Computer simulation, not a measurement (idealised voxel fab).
process module | voxel self aligned vias
cross-section cut | 225 nm wide | cells 5 nm
A cross-section is a grid of square cells, given in bands from the top down. A band is one or more rows of cells.
Each band's line starts with the height of the band's top and of its bottom, in nm. Then come its materials from left to right, each with its width in nm. One material with "throughout" fills the band from edge to edge. "air" is empty space.
Height 0 is the level under which the wafer as received is all one material. The lowest band goes on downwards, as in "0 down".
A width such as "30 to 40" changes by the same amount from each row of cells to the next, from the band's top row to its bottom row.
"no change" after a step means that no cell of the cross-section changed.
closed voids: empty space of 8 cells or more with no open way to the top, each as width x height at its distance from the left edge, in nm
after a step's settings: what the simulator itself notes on the step
overlay nm, on a step with a mask: how far to the right of its planned place the mask lay; to the left if negative
plan
1 op RECEIVE | material Si
2 op CONFORMAL_DEP | material SiO2 | thk nm 15
3 op CONFORMAL_DEP | material SiCN | thk nm 5
4 op DIRECTIONAL_DEP | material lowk | thk nm 20
5 op PATTERN | tone open | mask id LINES | material resist | width nm 20 | pitch nm 65 | thk nm 15 | overlay nm 0
6 op DIRECTIONAL_ETCH | etch materials lowk | depth nm 20
7 op STRIP | etch materials resist
8 op CONFORMAL_DEP | material TiN | thk nm 5
9 op FILL_DEP | material Ru | thk nm 5
10 op CMP | height nm 40
11 op SELECTIVE_ETCH | etch materials W Ru TiN | depth nm 5
12 op FILL_DEP | material SiN | thk nm 10
13 op CMP | height nm 40
14 op DIRECTIONAL_DEP | material lowk | thk nm 15
15 op DIRECTIONAL_DEP | material aC | thk nm 15
16 op PATTERN | tone open | mask id VIAS | material resist | width nm 40 | pitch nm 65 | thk nm 35 | overlay nm 0
17 op DIRECTIONAL_ETCH | etch materials aC | depth nm 15
18 op STRIP | etch materials resist
19 op DIRECTIONAL_ETCH | etch materials lowk | depth nm 15
20 op DIRECTIONAL_ETCH | etch materials SiN | depth nm 5
21 op STRIP | etch materials aC
22 op CONFORMAL_DEP | material TiN | thk nm 5
23 op FILL_DEP | material W | thk nm 5
24 op CMP | height nm 55
25 op CONFORMAL_DEP | material SiCN | thk nm 5
as received, after step 1
  0 down: Si throughout
  closed voids: none
a wafer at the end: this start, this plan, one mistake
  60 to 55: SiCN throughout
  55 to 45: W 20 | TiN 5 | lowk 40 | TiN 5 | W 15 | TiN 5 | lowk 40 | TiN 5 | W 15 | TiN 5 | lowk 40 | TiN 5 | W 25
  45 to 40: TiN 25 | lowk 40 | TiN 25 | lowk 40 | TiN 25 | lowk 40 | TiN 30
  40 to 35: lowk 35 | SiN 20 | lowk 45 | SiN 20 | lowk 45 | SiN 20 | lowk 40
  35 to 25: lowk 35 | TiN 5 | Ru 10 | TiN 5 | lowk 45 | TiN 5 | Ru 10 | TiN 5 | lowk 45 | TiN 5 | Ru 10 | TiN 5 | lowk 40
  25 to 20: lowk 35 | TiN 20 | lowk 45 | TiN 20 | lowk 45 | TiN 20 | lowk 40
  20 to 15: SiCN throughout
  15 to 0: SiO2 throughout
  0 down: Si throughout
  closed voids: none
what went wrong: step 16 ran as: op PATTERN | tone cover | mask id VIAS | material resist | width nm 40 | pitch nm 65 | thk nm 35 | overlay nm 0
